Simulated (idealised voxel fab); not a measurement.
process module | voxel self aligned contacts
Xsec cut, 200 nm wide, square cell size 5 nm.
Just so we're on the same page, the cross-sections are grids of square cells, and they're listed out in bands top to bottom, each band one or more rows deep.
Heights first: top, then bottom, in nm. Then materials, left to right, each with a width in nm. "everywhere" on a single material: fills the band edge to edge. "blank": empty space.
For the purposes of this specification, 0 denotes the height below which the wafer in its as-received condition is composed wholly of one material, and the lowermost band, lacking a lower limit, extends downward without end, as expressed in "from 0 down".
Width "30->40": first value at the band's top row of cells, second value at its bottom row, equal change from row to row.
Where a step carries "nothing different", the cross-section came out of it unchanged, cell for cell.
Empty spaces counting at least 8 cells and having no open way to the top are listed in "Trapped voids". The notation width x height at distance is used for each, the distance being from the left edge and all three values in nm.
That trailing text on a step's line, after the settings, is the simulator's own remark on the step.
overlay nm: where the mask lay relative to plan, measured to the right, on steps with a mask; negatives go left.

## The planned process steps are enumerated hereunder
1 RECEIVE with material Si
2 CONFORMAL_DEP with material SiO2, thk nm 5
3 DIRECTIONAL_DEP with material polySi, thk nm 25
4 DIRECTIONAL_DEP with material SiN, thk nm 20
5 DIRECTIONAL_DEP with material aC, thk nm 15
6 PATTERN with tone cover, mask id GATE, material resist, width nm 35, pitch nm 70, thk nm 35, overlay nm 0
7 DIRECTIONAL_ETCH with etch materials aC, depth nm 15
8 STRIP with etch materials resist
9 DIRECTIONAL_ETCH with etch materials SiN, depth nm 20
10 DIRECTIONAL_ETCH with etch materials polySi, depth nm 25
11 STRIP with etch materials aC
12 CONFORMAL_DEP with material SiN, thk nm 10
13 DIRECTIONAL_ETCH with etch materials SiN, depth nm 10
14 FILL_DEP with material SiO2, thk nm 10
15 CMP with height nm 55
16 PATTERN with tone open, mask id CONTACT, material resist, width nm 55, thk nm 15, overlay nm 0
17 DIRECTIONAL_ETCH with etch materials SiO2, depth nm 55
18 STRIP with etch materials resist
19 CONFORMAL_DEP with material TiN, thk nm 5
20 FILL_DEP with material W, thk nm 5
21 CMP with height nm 55
22 CONFORMAL_DEP with material SiN, thk nm 5

## First of two wafers: run as planned

## Wafer cross-section on receipt, i.e. after step 1
    from 0 down  Si everywhere
    Trapped voids: none

## How the wafer stands in section after step 2
    from 5 to 0  SiO2 everywhere
    Under the height 0 nothing was changed.

## How the wafer stands in section after step 3
    from 30 to 5  polySi everywhere
    Under the height 5 nothing was changed.

## How the wafer stands in section after step 4
    from 50 to 30  SiN everywhere
    Under the height 30 nothing was changed.

## How the wafer stands in section after step 5
    from 65 to 50  aC everywhere
    Under the height 50 nothing was changed.

## How the wafer stands in section after step 6
    from 100 to 65  blank: 45; resist: 35; blank: 35; resist: 35; blank: 50
    Under the height 65 nothing was changed.

## How the wafer stands in section after step 7
    from 85 to 65  blank: 45; resist: 35; blank: 35; resist: 35; blank: 50
    from 65 to 50  blank: 45; aC: 35; blank: 35; aC: 35; blank: 50
    Under the height 50 nothing was changed.

## How the wafer stands in section after step 8
    from 65 to 50  blank: 45; aC: 35; blank: 35; aC: 35; blank: 50
    Under the height 50 nothing was changed.

## How the wafer stands in section after step 9
    from 65 to 50  blank: 45; aC: 35; blank: 35; aC: 35; blank: 50
    from 50 to 30  blank: 45; SiN: 35; blank: 35; SiN: 35; blank: 50
    Under the height 30 nothing was changed.

## How the wafer stands in section after step 10
    from 65 to 50  blank: 45; aC: 35; blank: 35; aC: 35; blank: 50
    from 50 to 30  blank: 45; SiN: 35; blank: 35; SiN: 35; blank: 50
    from 30 to 5  blank: 45; polySi: 35; blank: 35; polySi: 35; blank: 50
    Under the height 5 nothing was changed.

## How the wafer stands in section after step 11
    from 50 to 30  blank: 45; SiN: 35; blank: 35; SiN: 35; blank: 50
    Under the height 30 nothing was changed.

## How the wafer stands in section after step 12
    from 60 to 30  blank: 35; SiN: 55; blank: 15; SiN: 55; blank: 40
    from 30 to 15  blank: 35; SiN: 10; polySi: 35; SiN: 10; blank: 15; SiN: 10; polySi: 35; SiN: 10; blank: 40
    from 15 to 5  SiN: 45; polySi: 35; SiN: 35; polySi: 35; SiN: 50
    Under the height 5 nothing was changed.

## How the wafer stands in section after step 13
    from 50 to 30  blank: 35; SiN: 55; blank: 15; SiN: 55; blank: 40
    from 30 to 5  blank: 35; SiN: 10; polySi: 35; SiN: 10; blank: 15; SiN: 10; polySi: 35; SiN: 10; blank: 40
    Under the height 5 nothing was changed.

## How the wafer stands in section after step 14
    from 60 to 50  SiO2 everywhere
    from 50 to 30  SiO2: 35; SiN: 55; SiO2: 15; SiN: 55; SiO2: 40
    from 30 to 5  SiO2: 35; SiN: 10; polySi: 35; SiN: 10; SiO2: 15; SiN: 10; polySi: 35; SiN: 10; SiO2: 40
    Under the height 5 nothing was changed.

## How the wafer stands in section after step 15
    from 55 to 50  SiO2 everywhere
    Under the height 50 nothing was changed.

## How the wafer stands in section after step 16
    from 70 to 55  resist: 70; blank: 55; resist: 75
    Under the height 55 nothing was changed.

## How the wafer stands in section after step 17
    from 70 to 55  resist: 70; blank: 55; resist: 75
    from 55 to 50  SiO2: 70; blank: 55; SiO2: 75
    from 50 to 30  SiO2: 35; SiN: 55; blank: 15; SiN: 55; SiO2: 40
    from 30 to 5  SiO2: 35; SiN: 10; polySi: 35; SiN: 10; blank: 15; SiN: 10; polySi: 35; SiN: 10; SiO2: 40
    from 5 to 0  SiO2: 90; blank: 15; SiO2: 95
    Under the height 0 nothing was changed.

## How the wafer stands in section after step 18
    from 55 to 50  SiO2: 70; blank: 55; SiO2: 75
    Under the height 50 nothing was changed.

## How the wafer stands in section after step 19
    from 60 to 55  TiN: 75; blank: 45; TiN: 80
    from 55 to 50  SiO2: 70; TiN: 25; blank: 5; TiN: 25; SiO2: 75
    from 50 to 30  SiO2: 35; SiN: 55; TiN: 5; blank: 5; TiN: 5; SiN: 55; SiO2: 40
    from 30 to 5  SiO2: 35; SiN: 10; polySi: 35; SiN: 10; TiN: 5; blank: 5; TiN: 5; SiN: 10; polySi: 35; SiN: 10; SiO2: 40
    from 5 to 0  SiO2: 90; TiN: 15; SiO2: 95
    Under the height 0 nothing was changed.

## How the wafer stands in section after step 20
    from 65 to 60  W everywhere
    from 60 to 55  TiN: 75; W: 45; TiN: 80
    from 55 to 50  SiO2: 70; TiN: 25; W: 5; TiN: 25; SiO2: 75
    from 50 to 30  SiO2: 35; SiN: 55; TiN: 5; W: 5; TiN: 5; SiN: 55; SiO2: 40
    from 30 to 5  SiO2: 35; SiN: 10; polySi: 35; SiN: 10; TiN: 5; W: 5; TiN: 5; SiN: 10; polySi: 35; SiN: 10; SiO2: 40
    Under the height 5 nothing was changed.

## How the wafer stands in section after step 21
    from 55 to 50  SiO2: 70; TiN: 25; W: 5; TiN: 25; SiO2: 75
    Under the height 50 nothing was changed.

## How the wafer stands in section after step 22
    from 60 to 55  SiN everywhere
    Under the height 55 nothing was changed.

## The second wafer was prepared from the same starting point and under the same plan as the first; its processing contained one mistake, and it remains indistinguishable from the first wafer up to and including step 2

## Second wafer profile in section, at the moment step 3 of the plan was meant to be complete
    from 55 to 5  polySi everywhere
    Under the height 5 nothing was changed.

## Second wafer profile in section, at the moment step 4 of the plan was meant to be complete
    from 75 to 55  SiN everywhere
    Under the height 55 nothing was changed.

## Second wafer profile in section, at the moment step 5 of the plan was meant to be complete
    from 90 to 75  aC everywhere
    Under the height 75 nothing was changed.

## Second wafer profile in section, at the moment step 6 of the plan was meant to be complete
    from 125 to 90  blank: 45; resist: 35; blank: 35; resist: 35; blank: 50
    Under the height 90 nothing was changed.

## Second wafer profile in section, at the moment step 7 of the plan was meant to be complete
    from 110 to 90  blank: 45; resist: 35; blank: 35; resist: 35; blank: 50
    from 90 to 75  blank: 45; aC: 35; blank: 35; aC: 35; blank: 50
    Under the height 75 nothing was changed.

## Second wafer profile in section, at the moment step 8 of the plan was meant to be complete
    from 90 to 75  blank: 45; aC: 35; blank: 35; aC: 35; blank: 50
    Under the height 75 nothing was changed.

## Second wafer profile in section, at the moment step 9 of the plan was meant to be complete
    from 90 to 75  blank: 45; aC: 35; blank: 35; aC: 35; blank: 50
    from 75 to 55  blank: 45; SiN: 35; blank: 35; SiN: 35; blank: 50
    Under the height 55 nothing was changed.

## Second wafer profile in section, at the moment step 10 of the plan was meant to be complete
    from 90 to 75  blank: 45; aC: 35; blank: 35; aC: 35; blank: 50
    from 75 to 55  blank: 45; SiN: 35; blank: 35; SiN: 35; blank: 50
    from 55 to 30  blank: 45; polySi: 35; blank: 35; polySi: 35; blank: 50
    Under the height 30 nothing was changed.

## Second wafer profile in section, at the moment step 11 of the plan was meant to be complete
    from 75 to 55  blank: 45; SiN: 35; blank: 35; SiN: 35; blank: 50
    Under the height 55 nothing was changed.

## Second wafer profile in section, at the moment step 12 of the plan was meant to be complete
    from 85 to 55  blank: 35; SiN: 55; blank: 15; SiN: 55; blank: 40
    from 55 to 40  blank: 35; SiN: 10; polySi: 35; SiN: 10; blank: 15; SiN: 10; polySi: 35; SiN: 10; blank: 40
    from 40 to 30  SiN: 45; polySi: 35; SiN: 35; polySi: 35; SiN: 50
    Under the height 30 nothing was changed.

## Second wafer profile in section, at the moment step 13 of the plan was meant to be complete
    from 75 to 55  blank: 35; SiN: 55; blank: 15; SiN: 55; blank: 40
    from 55 to 30  blank: 35; SiN: 10; polySi: 35; SiN: 10; blank: 15; SiN: 10; polySi: 35; SiN: 10; blank: 40
    Under the height 30 nothing was changed.

## Second wafer profile in section, at the moment step 14 of the plan was meant to be complete
    from 85 to 75  SiO2 everywhere
    from 75 to 55  SiO2: 35; SiN: 55; SiO2: 15; SiN: 55; SiO2: 40
    from 55 to 30  SiO2: 35; SiN: 10; polySi: 35; SiN: 10; SiO2: 15; SiN: 10; polySi: 35; SiN: 10; SiO2: 40
    Under the height 30 nothing was changed.

## Second wafer profile in section, at the moment step 15 of the plan was meant to be complete
    from 55 to 30  SiO2: 35; SiN: 10; polySi: 35; SiN: 10; SiO2: 15; SiN: 10; polySi: 35; SiN: 10; SiO2: 40
    Under the height 30 nothing was changed.

## Second wafer profile in section, at the moment step 16 of the plan was meant to be complete
    from 70 to 55  resist: 70; blank: 55; resist: 75
    Under the height 55 nothing was changed.

## Second wafer profile in section, at the moment step 17 of the plan was meant to be complete
    from 70 to 55  resist: 70; blank: 55; resist: 75
    from 55 to 30  SiO2: 35; SiN: 10; polySi: 35; SiN: 10; blank: 15; SiN: 10; polySi: 35; SiN: 10; SiO2: 40
    Under the height 30 nothing was changed.

## Second wafer profile in section, at the moment step 18 of the plan was meant to be complete
    from 55 to 30  SiO2: 35; SiN: 10; polySi: 35; SiN: 10; blank: 15; SiN: 10; polySi: 35; SiN: 10; SiO2: 40
    Under the height 30 nothing was changed.

## Second wafer profile in section, at the moment step 19 of the plan was meant to be complete
    from 60 to 55  TiN: 95; blank: 5; TiN: 100
    from 55 to 35  SiO2: 35; SiN: 10; polySi: 35; SiN: 10; TiN: 5; blank: 5; TiN: 5; SiN: 10; polySi: 35; SiN: 10; SiO2: 40
    from 35 to 30  SiO2: 35; SiN: 10; polySi: 35; SiN: 10; TiN: 15; SiN: 10; polySi: 35; SiN: 10; SiO2: 40
    Under the height 30 nothing was changed.

## Second wafer profile in section, at the moment step 20 of the plan was meant to be complete
    from 65 to 60  W everywhere
    from 60 to 55  TiN: 95; W: 5; TiN: 100
    from 55 to 35  SiO2: 35; SiN: 10; polySi: 35; SiN: 10; TiN: 5; W: 5; TiN: 5; SiN: 10; polySi: 35; SiN: 10; SiO2: 40
    Under the height 35 nothing was changed.

## Second wafer profile in section, at the moment step 21 of the plan was meant to be complete
    from 55 to 35  SiO2: 35; SiN: 10; polySi: 35; SiN: 10; TiN: 5; W: 5; TiN: 5; SiN: 10; polySi: 35; SiN: 10; SiO2: 40
    Under the height 35 nothing was changed.

## Second wafer profile in section, at the moment step 22 of the plan was meant to be complete
    from 60 to 55  SiN everywhere
    Under the height 55 nothing was changed.
Here's what went sideways: step 3, plan: ran twice
Per the end-of-run cell counts, the second wafer holds more or fewer of some materials than the first: 88 fewer of SiN, 86 fewer of SiO2, 20 fewer of TiN, 6 fewer of W, 200 more of polySi
